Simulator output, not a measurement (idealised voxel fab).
process module | voxel capacitor over wiring
cross-section cut | 220 nm wide | cells 5 nm
A cross-section is a grid of square cells, given in bands from the top down. A band is one or more rows of cells.
Each band's line starts with the height of the band's top and of its bottom, in nm. Then come its materials from left to right, each with its width in nm. One material with "throughout" fills the band from edge to edge. "air" is empty space.
Height 0 is the level under which the wafer as received is all one material. The lowest band goes on downwards, as in "0 down".
A width such as "30 to 40" changes by the same amount from each row of cells to the next, from the band's top row to its bottom row.
"no change" after a step means that no cell of the cross-section changed.
closed voids: empty space of 8 cells or more with no open way to the top, each as width x height at its distance from the left edge, in nm
after a step's settings: what the simulator itself notes on the step
overlay nm, on a step with a mask: how far to the right of its planned place the mask lay; to the left if negative
plan
1 op RECEIVE | material Si
2 op CONFORMAL_DEP | material SiO2 | thk nm 10
3 op CONFORMAL_DEP | material SiCN | thk nm 5
4 op DIRECTIONAL_DEP | material lowk | thk nm 20
5 op DIRECTIONAL_DEP | material aC | thk nm 15
6 op PATTERN | tone open | mask id METAL_1 | material resist | width nm 30 | pitch nm 90 | thk nm 30 | overlay nm 0
7 op DIRECTIONAL_ETCH | etch materials aC | depth nm 15
8 op STRIP | etch materials resist
9 op DIRECTIONAL_ETCH | etch materials lowk | depth nm 20
10 op DIRECTIONAL_ETCH | etch materials SiCN | depth nm 5
11 op STRIP | etch materials aC
12 op CONFORMAL_DEP | material TiN | thk nm 5
13 op FILL_DEP | material Cu | thk nm 10
14 op CMP | height nm 35
15 op CONFORMAL_DEP | material SiCN | thk nm 5
16 op DIRECTIONAL_DEP | material lowk | thk nm 10
17 op PATTERN | tone open | mask id PLUG_1 | material resist | width nm 15 | thk nm 15 | overlay nm 0
18 op DIRECTIONAL_ETCH | etch materials lowk | depth nm 10
19 op DIRECTIONAL_ETCH | etch materials SiCN | depth nm 5
20 op STRIP | etch materials resist
21 op CONFORMAL_DEP | material TiN | thk nm 5
22 op FILL_DEP | material Ru | thk nm 5
23 op CMP | height nm 50
24 op DIRECTIONAL_DEP | material TiN | thk nm 10
25 op DIRECTIONAL_DEP | material SiN | thk nm 5
26 op DIRECTIONAL_DEP | material TiN | thk nm 10
27 op DIRECTIONAL_DEP | material aC | thk nm 15
28 op PATTERN | tone cover | mask id UPPER_PLATE | material resist | width nm 65 | thk nm 35 | overlay nm -15
29 op DIRECTIONAL_ETCH | etch materials aC | depth nm 15
30 op STRIP | etch materials resist
31 op DIRECTIONAL_ETCH | etch materials TiN | depth nm 10
32 op DIRECTIONAL_ETCH | etch materials SiN | depth nm 5
33 op STRIP | etch materials aC
34 op PATTERN | tone cover | mask id LOWER_PLATE | material resist | width nm 75 | thk nm 20 | overlay nm 0
35 op DIRECTIONAL_ETCH | etch materials TiN | depth nm 10
36 op STRIP | etch materials resist
37 op FILL_DEP | material SiO2 | thk nm 15
38 op CMP | height nm 85
39 op DIRECTIONAL_DEP | material aC | thk nm 15
40 op PATTERN | tone open | mask id PLUG_2 | material resist | width nm 15 | thk nm 30 | overlay nm 0
41 op DIRECTIONAL_ETCH | etch materials aC | depth nm 15
42 op STRIP | etch materials resist
43 op DIRECTIONAL_ETCH | etch materials SiO2 | depth nm 10
44 op STRIP | etch materials aC
45 op CONFORMAL_DEP | material TiN | thk nm 5
46 op FILL_DEP | material Ru | thk nm 10
47 op CMP | height nm 85
48 op CONFORMAL_DEP | material SiN | thk nm 5
varied across the wafers: overlay nm of step 28. The plan shows the first wafer's value. All wafers start alike
first wafer as received, after step 1
  0 down: Si throughout
  closed voids: none
first wafer at the end, after step 48
  90 to 85: SiN throughout
  85 to 80: SiO2 75 | TiN 5 | Ru 5 | TiN 5 | SiO2 130
  80 to 75: SiO2 75 | TiN 15 | SiO2 130
  75 to 65: SiO2 60 | TiN 55 | SiO2 105
  65 to 60: SiO2 50 | SiN 65 | SiO2 105
  60 to 50: SiO2 50 | TiN 85 | SiO2 85
  50 to 40: lowk 65 | TiN 5 | Ru 5 | TiN 5 | lowk 140
  40 to 35: SiCN 65 | TiN 15 | SiCN 140
  35 to 15: lowk 50 | TiN 5 | Cu 20 | TiN 5 | lowk 60 | TiN 5 | Cu 20 | TiN 5 | lowk 50
  15 to 10: SiCN 50 | TiN 30 | SiCN 60 | TiN 30 | SiCN 50
  10 to 0: SiO2 throughout
  0 down: Si throughout
  closed voids: none
last wafer at the end
  90 to 85: SiN throughout
  85 to 80: SiO2 75 | TiN 5 | Ru 5 | TiN 5 | SiO2 130
  80 to 75: SiO2 75 | TiN 15 | SiO2 130
  75 to 65: SiO2 80 | TiN 55 | SiO2 85
  65 to 60: SiO2 80 | SiN 65 | SiO2 75
  60 to 50: SiO2 60 | TiN 85 | SiO2 75
  50 to 40: lowk 65 | TiN 5 | Ru 5 | TiN 5 | lowk 140
  40 to 35: SiCN 65 | TiN 15 | SiCN 140
  35 to 15: lowk 50 | TiN 5 | Cu 20 | TiN 5 | lowk 60 | TiN 5 | Cu 20 | TiN 5 | lowk 50
  15 to 10: SiCN 50 | TiN 30 | SiCN 60 | TiN 30 | SiCN 50
  10 to 0: SiO2 throughout
  0 down: Si throughout
  closed voids: none
each wafer at the end: cells of each material gained (+) or lost (-) since it was received, then its closed voids
overlay nm -15 | +32 Cu | +3 Ru | +73 SiCN | +57 SiN | +321 SiO2 | +96 TiN | +210 lowk | closed voids: none
overlay nm -10 | +32 Cu | +3 Ru | +73 SiCN | +57 SiN | +321 SiO2 | +96 TiN | +210 lowk | closed voids: none
overlay nm -5 | +32 Cu | +3 Ru | +73 SiCN | +57 SiN | +321 SiO2 | +96 TiN | +210 lowk | closed voids: none
overlay nm 0 | +32 Cu | +3 Ru | +73 SiCN | +57 SiN | +321 SiO2 | +96 TiN | +210 lowk | closed voids: none
overlay nm 5 | +32 Cu | +3 Ru | +73 SiCN | +57 SiN | +321 SiO2 | +96 TiN | +210 lowk | closed voids: none
overlay nm 10 | +32 Cu | +3 Ru | +73 SiCN | +57 SiN | +321 SiO2 | +96 TiN | +210 lowk | closed voids: none
overlay nm 15 | +32 Cu | +3 Ru | +73 SiCN | +57 SiN | +321 SiO2 | +96 TiN | +210 lowk | closed voids: none
